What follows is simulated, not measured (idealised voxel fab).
process module | voxel self aligned vias
cross-section cut | 230 nm wide | cells 5 nm
A cross-section is a grid of square cells, given in bands from the top down. A band is one or more rows of cells.
Each band's line starts with the height of the band's top and of its bottom, in nm. Then come its materials from left to right, each with its width in nm. One material with "throughout" fills the band from edge to edge. "air" is empty space.
Height 0 is the level under which the wafer as received is all one material. The lowest band goes on downwards, as in "0 down".
A width such as "30 to 40" changes by the same amount from each row of cells to the next, from the band's top row to its bottom row.
"no change" after a step means that no cell of the cross-section changed.
closed voids: empty space of 8 cells or more with no open way to the top, each as width x height at its distance from the left edge, in nm
after a step's settings: what the simulator itself notes on the step
overlay nm, on a step with a mask: how far to the right of its planned place the mask lay; to the left if negative
plan
1 op RECEIVE | material Si
2 op CONFORMAL_DEP | material SiO2 | thk nm 10
3 op CONFORMAL_DEP | material SiCN | thk nm 5
4 op DIRECTIONAL_DEP | material SiO2 | thk nm 25
5 op PATTERN | tone open | mask id LINES | material resist | width nm 20 | pitch nm 55 | thk nm 20 | overlay nm 0
6 op DIRECTIONAL_ETCH | etch materials SiO2 | depth nm 25
7 op STRIP | etch materials resist
8 op CONFORMAL_DEP | material TiN | thk nm 5
9 op FILL_DEP | material W | thk nm 5
10 op CMP | height nm 40
11 op SELECTIVE_ETCH | etch materials W Ru TiN | depth nm 10
12 op FILL_DEP | material SiN | thk nm 10
13 op CMP | height nm 40
14 op DIRECTIONAL_DEP | material SiO2 | thk nm 20
15 op DIRECTIONAL_DEP | material aC | thk nm 15
16 op PATTERN | tone open | mask id VIAS | material resist | width nm 40 | pitch nm 55 | thk nm 30 | overlay nm 0
17 op DIRECTIONAL_ETCH | etch materials aC | depth nm 15
18 op STRIP | etch materials resist
19 op DIRECTIONAL_ETCH | etch materials SiO2 | depth nm 20
20 op DIRECTIONAL_ETCH | etch materials SiN | depth nm 10
21 op STRIP | etch materials aC
22 op CONFORMAL_DEP | material TiN | thk nm 5
23 op FILL_DEP | material Ru | thk nm 5
24 op CMP | height nm 60
25 op CONFORMAL_DEP | material SiCN | thk nm 5
as received, after step 1
  0 down: Si throughout
  closed voids: none
first wafer at the end, as planned
  65 to 60: SiCN throughout
  60 to 45: SiO2 65 | TiN 5 | Ru 30 | TiN 5 | SiO2 15 | TiN 5 | Ru 30 | TiN 5 | SiO2 70
  45 to 35: SiO2 65 to 75 | TiN 15 to 5 | Ru 10 | TiN 15 to 5 | SiO2 15 to 35 | TiN 15 to 5 | Ru 10 | TiN 15 to 5 | SiO2 70 to 80
  35 to 30: SiO2 75 | TiN 20 | SiO2 35 | TiN 20 | SiO2 80
  30 to 20: SiO2 75 | TiN 5 | W 10 | TiN 5 | SiO2 35 | TiN 5 | W 10 | TiN 5 | SiO2 80
  20 to 15: SiO2 75 | TiN 20 | SiO2 35 | TiN 20 | SiO2 80
  15 to 10: SiCN throughout
  10 to 0: SiO2 throughout
  0 down: Si throughout
  closed voids: none
second wafer at the end: like start, like plan, one mistake
  65 to 60: SiCN throughout
  60 to 35: SiO2 65 | TiN 5 | Ru 30 | TiN 5 | SiO2 15 | TiN 5 | Ru 30 | TiN 5 | SiO2 70
  35 to 30: SiO2 65 | TiN 40 | SiO2 15 | TiN 40 | SiO2 70
  30 to 20: SiO2 65 | TiN 15 | W 10 | TiN 15 | SiO2 15 | TiN 15 | W 10 | TiN 15 | SiO2 70
  20 to 15: SiO2 75 | TiN 20 | SiO2 35 | TiN 20 | SiO2 80
  15 to 10: SiCN throughout
  10 to 0: SiO2 throughout
  0 down: Si throughout
  closed voids: none
what went wrong: step 19 was run twice
at the end the second wafer has, in cells: 16 more of Ru | 32 fewer of SiO2 | 16 more of TiN
